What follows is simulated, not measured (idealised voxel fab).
Herein follows the process module entitled voxel self aligned contacts.
Cross-section cut spans 260 nm and uses square cells 5 nm in size.
Cross-section, as written here: a square-cell grid given band by band from the top down, where a band holds one or more rows of cells.
Top height, bottom height, nm. Materials left to right, width each, nm. Single material + "everywhere" = fills band edge to edge. "blank" = empty.
Ref level 0: as-received wafer is one material below here. Bottom band extends down with no lower bound ("0 and below").
A two-number width, for instance "30 to 40", indicates that the width is equal to the first number in the top row of the band and to the second number in the bottom row, and that it changes by a constant amount per row of cells.
No cell of the cross-section changed in a step that is given as "no modification".
Closed voids list: empty space of 8 cells or more with no open way to the top, each as width x height at its distance from the left edge, in nm
If you see something after the settings on a step's line, that's the simulator's own remark about that step.
A step's line can hold "overlay nm"; with a mask on that step, the setting says how far right of the planned place the mask lay, while a negative setting says it lay to the left.
[plan]
| 1 | RECEIVE [material Si] |
| 2 | CONFORMAL_DEP [material SiO2] [thk nm 5] |
| 3 | DIRECTIONAL_DEP [material polySi] [thk nm 30] |
| 4 | DIRECTIONAL_DEP [material SiN] [thk nm 15] |
| 5 | MASKED_ETCH [tone cover] [mask id GATE] [width nm 25] [pitch nm 55] [etch materials SiN] [depth nm 15] [overlay nm 0] |
| 6 | MASKED_ETCH [tone cover] [mask id GATE] [width nm 25] [pitch nm 55] [etch materials polySi] [depth nm 30] [overlay nm 0] |
| 7 | CONFORMAL_DEP [material SiN] [thk nm 5] |
| 8 | DIRECTIONAL_ETCH [etch materials SiN] [depth nm 5] |
| 9 | FILL_DEP [material SiO2] [thk nm 20] |
| 10 | CMP [height nm 60] |
| 11 | PATTERN [tone open] [mask id CONTACT] [material resist] [width nm 40] [thk nm 20] [overlay nm 0] |
| 12 | DIRECTIONAL_ETCH [etch materials SiO2] [depth nm 60] |
| 13 | STRIP [etch materials resist] |
| 14 | CONFORMAL_DEP [material TiN] [thk nm 5] |
| 15 | FILL_DEP [material Ru] [thk nm 5] |
| 16 | CMP [height nm 60] |
| 17 | CONFORMAL_DEP [material SiCN] [thk nm 5] |
[The first of two wafers, run as planned]
[Cross-section of the wafer upon arrival, representing the state reached after step 1]
    0 and below  Si everywhere
    Closed voids list: none
[The wafer, seen in cross-section, after step 2]
    5 down to 0  SiO2 everywhere
    Below 0, no change.
[The wafer, seen in cross-section, after step 3]
    35 down to 5  polySi everywhere
    Below 5, no change.
[The wafer, seen in cross-section, after step 4]
    50 down to 35  SiN everywhere
    Below 35, no change.
[The wafer, seen in cross-section, after step 5]
    50 down to 35  90 of blank | 25 of SiN | 30 of blank | 25 of SiN | 90 of blank
    Below 35, no change.
[The wafer, seen in cross-section, after step 6]
    50 down to 35  90 of blank | 25 of SiN | 30 of blank | 25 of SiN | 90 of blank
    35 down to 5  90 of blank | 25 of polySi | 30 of blank | 25 of polySi | 90 of blank
    Below 5, no change.
[The wafer, seen in cross-section, after step 7]
    55 down to 35  85 of blank | 35 of SiN | 20 of blank | 35 of SiN | 85 of blank
    35 down to 10  85 of blank | 5 of SiN | 25 of polySi | 5 of SiN | 20 of blank | 5 of SiN | 25 of polySi | 5 of SiN | 85 of blank
    10 down to 5  90 of SiN | 25 of polySi | 30 of SiN | 25 of polySi | 90 of SiN
    Below 5, no change.
[The wafer, seen in cross-section, after step 8]
    50 down to 35  85 of blank | 35 of SiN | 20 of blank | 35 of SiN | 85 of blank
    35 down to 5  85 of blank | 5 of SiN | 25 of polySi | 5 of SiN | 20 of blank | 5 of SiN | 25 of polySi | 5 of SiN | 85 of blank
    Below 5, no change.
[The wafer, seen in cross-section, after step 9]
    70 down to 50  SiO2 everywhere
    50 down to 35  85 of SiO2 | 35 of SiN | 20 of SiO2 | 35 of SiN | 85 of SiO2
    35 down to 5  85 of SiO2 | 5 of SiN | 25 of polySi | 5 of SiN | 20 of SiO2 | 5 of SiN | 25 of polySi | 5 of SiN | 85 of SiO2
    Below 5, no change.
[The wafer, seen in cross-section, after step 10]
    60 down to 50  SiO2 everywhere
    Below 50, no change.
[The wafer, seen in cross-section, after step 11]
    80 down to 60  110 of resist | 40 of blank | 110 of resist
    Below 60, no change.
[The wafer, seen in cross-section, after step 12]
    80 down to 60  110 of resist | 40 of blank | 110 of resist
    60 down to 50  110 of SiO2 | 40 of blank | 110 of SiO2
    50 down to 35  85 of SiO2 | 35 of SiN | 20 of blank | 35 of SiN | 85 of SiO2
    35 down to 5  85 of SiO2 | 5 of SiN | 25 of polySi | 5 of SiN | 20 of blank | 5 of SiN | 25 of polySi | 5 of SiN | 85 of SiO2
    5 down to 0  120 of SiO2 | 20 of blank | 120 of SiO2
    Below 0, no change.
[The wafer, seen in cross-section, after step 13]
    60 down to 50  110 of SiO2 | 40 of blank | 110 of SiO2
    Below 50, no change.
[The wafer, seen in cross-section, after step 14]
    65 down to 60  115 of TiN | 30 of blank | 115 of TiN
    60 down to 50  110 of SiO2 | 5 to 15 of TiN | 30 to 10 of blank | 5 to 15 of TiN | 110 of SiO2
    50 down to 35  85 of SiO2 | 35 of SiN | 5 of TiN | 10 of blank | 5 of TiN | 35 of SiN | 85 of SiO2
    35 down to 5  85 of SiO2 | 5 of SiN | 25 of polySi | 5 of SiN | 5 of TiN | 10 of blank | 5 of TiN | 5 of SiN | 25 of polySi | 5 of SiN | 85 of SiO2
    5 down to 0  120 of SiO2 | 20 of TiN | 120 of SiO2
    Below 0, no change.
[The wafer, seen in cross-section, after step 15]
    70 down to 65  Ru everywhere
    65 down to 60  115 of TiN | 30 of Ru | 115 of TiN
    60 down to 50  110 of SiO2 | 5 to 15 of TiN | 30 to 10 of Ru | 5 to 15 of TiN | 110 of SiO2
    50 down to 35  85 of SiO2 | 35 of SiN | 5 of TiN | 10 of Ru | 5 of TiN | 35 of SiN | 85 of SiO2
    35 down to 5  85 of SiO2 | 5 of SiN | 25 of polySi | 5 of SiN | 5 of TiN | 10 of Ru | 5 of TiN | 5 of SiN | 25 of polySi | 5 of SiN | 85 of SiO2
    Below 5, no change.
[The wafer, seen in cross-section, after step 16]
    60 down to 50  110 of SiO2 | 5 to 15 of TiN | 30 to 10 of Ru | 5 to 15 of TiN | 110 of SiO2
    Below 50, no change.
[The wafer, seen in cross-section, after step 17]
    65 down to 60  SiCN everywhere
    Below 60, no change.
[Wafer two: like wafer one in start and plan, but with one mistake in execution; identical up to and including step 16]
[Second wafer profile in section, at the moment step 17 of the plan was meant to be complete]
    65 down to 60  polySi everywhere
    Below 60, no change.
So what did we get wrong on this run? for step 17, the planned setting was not used; the step was instead run as CONFORMAL_DEP [material polySi] [thk nm 5]
Upon completion, the second wafer contains, in terms of cells, a greater or smaller amount of certain materials than the first wafer: 52 fewer of SiCN | 52 more of polySi
